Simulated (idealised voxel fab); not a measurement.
process module | voxel gate over fins
cross-section cut | 275 nm wide | cells 5 nm
A cross-section is a grid of square cells, given in bands from the top down. A band is one or more rows of cells.
Each band's line starts with the height of the band's top and of its bottom, in nm. Then come its materials from left to right, each with its width in nm. One material with "throughout" fills the band from edge to edge. "air" is empty space.
Height 0 is the level under which the wafer as received is all one material. The lowest band goes on downwards, as in "0 down".
A width such as "30 to 40" changes by the same amount from each row of cells to the next, from the band's top row to its bottom row.
"no change" after a step means that no cell of the cross-section changed.
closed voids: empty space of 8 cells or more with no open way to the top, each as width x height at its distance from the left edge, in nm
after a step's settings: what the simulator itself notes on the step
overlay nm, on a step with a mask: how far to the right of its planned place the mask lay; to the left if negative
plan
1 op RECEIVE | material Si
2 op CONFORMAL_DEP | material SiN | thk nm 10
3 op MASKED_ETCH | tone cover | mask id FINS | width nm 15 | pitch nm 40 | etch materials SiN | depth nm 10 | overlay nm 0
4 op MASKED_ETCH | tone cover | mask id FINS | width nm 15 | pitch nm 40 | etch materials Si | depth nm 30 | overlay nm -15
5 op OXIDIZE | depth nm 5
6 op FILL_DEP | material SiO2 | thk nm 10
7 op CMP | height nm 10
8 op SELECTIVE_ETCH | etch materials SiO2 | depth nm 25
9 op STRIP | etch materials SiN
10 op CONFORMAL_DEP | material HfO2 | thk nm 5
11 op CONFORMAL_DEP | material TiN | thk nm 5
12 op FILL_DEP | material W | thk nm 10
13 op CMP | height nm 15
14 op CONFORMAL_DEP | material SiCN | thk nm 10
varied across the wafers: overlay nm of step 4. The plan shows the first wafer's value. All wafers start alike
first wafer as received, after step 1
  0 down: Si throughout
  closed voids: none
first wafer at the end, after step 14
  25 to 15: SiCN throughout
  15 to 10: W throughout
  10 to 5: W 105 | TiN 25 | W 15 | TiN 25 | W 105
  5 to 0: W 90 | TiN 20 | HfO2 15 | TiN 25 | HfO2 15 | TiN 5 | W 105
  0 to -5: W 90 | TiN 5 | HfO2 20 | Si 5 | HfO2 5 | TiN 10 | HfO2 20 | Si 5 | HfO2 5 | TiN 5 | W 105
  -5 to -10: TiN 95 | HfO2 5 | Si 20 | HfO2 5 | TiN 10 | HfO2 5 | Si 20 | HfO2 5 | TiN 110
  -10 to -15: HfO2 100 | Si 20 | HfO2 20 | Si 20 | HfO2 115
  -15 to -35: SiO2 100 | Si 20 | SiO2 20 | Si 20 | SiO2 115
  -35 down: Si throughout
  closed voids: none
last wafer at the end
  25 to 15: SiCN throughout
  15 to 10: W throughout
  10 to 5: W 105 | TiN 25 | W 15 | TiN 25 | W 105
  5 to 0: W 105 | TiN 5 | HfO2 15 | TiN 25 | HfO2 15 | TiN 20 | W 90
  0 to -5: W 105 | TiN 5 | HfO2 5 | Si 5 | HfO2 20 | TiN 10 | HfO2 5 | Si 5 | HfO2 20 | TiN 5 | W 90
  -5 to -10: TiN 110 | HfO2 5 | Si 20 | HfO2 5 | TiN 10 | HfO2 5 | Si 20 | HfO2 5 | TiN 95
  -10 to -15: HfO2 115 | Si 20 | HfO2 20 | Si 20 | HfO2 100
  -15 to -35: SiO2 115 | Si 20 | SiO2 20 | Si 20 | SiO2 100
  -35 down: Si throughout
  closed voids: none
each wafer at the end: cells of each material gained (+) or lost (-) since it was received, then its closed voids
overlay nm -15 | +67 HfO2 | -335 Si | +110 SiCN | +188 SiO2 | +67 TiN | +178 W | closed voids: none
overlay nm -10 | +67 HfO2 | -347 Si | +110 SiCN | +196 SiO2 | +67 TiN | +182 W | closed voids: none
overlay nm -5 | +67 HfO2 | -359 Si | +110 SiCN | +204 SiO2 | +67 TiN | +186 W | closed voids: none
overlay nm 0 | +67 HfO2 | -371 Si | +110 SiCN | +212 SiO2 | +67 TiN | +190 W | closed voids: none
overlay nm 5 | +67 HfO2 | -359 Si | +110 SiCN | +204 SiO2 | +67 TiN | +186 W | closed voids: none
overlay nm 10 | +67 HfO2 | -347 Si | +110 SiCN | +196 SiO2 | +67 TiN | +182 W | closed voids: none
overlay nm 15 | +67 HfO2 | -335 Si | +110 SiCN | +188 SiO2 | +67 TiN | +178 W | closed voids: none
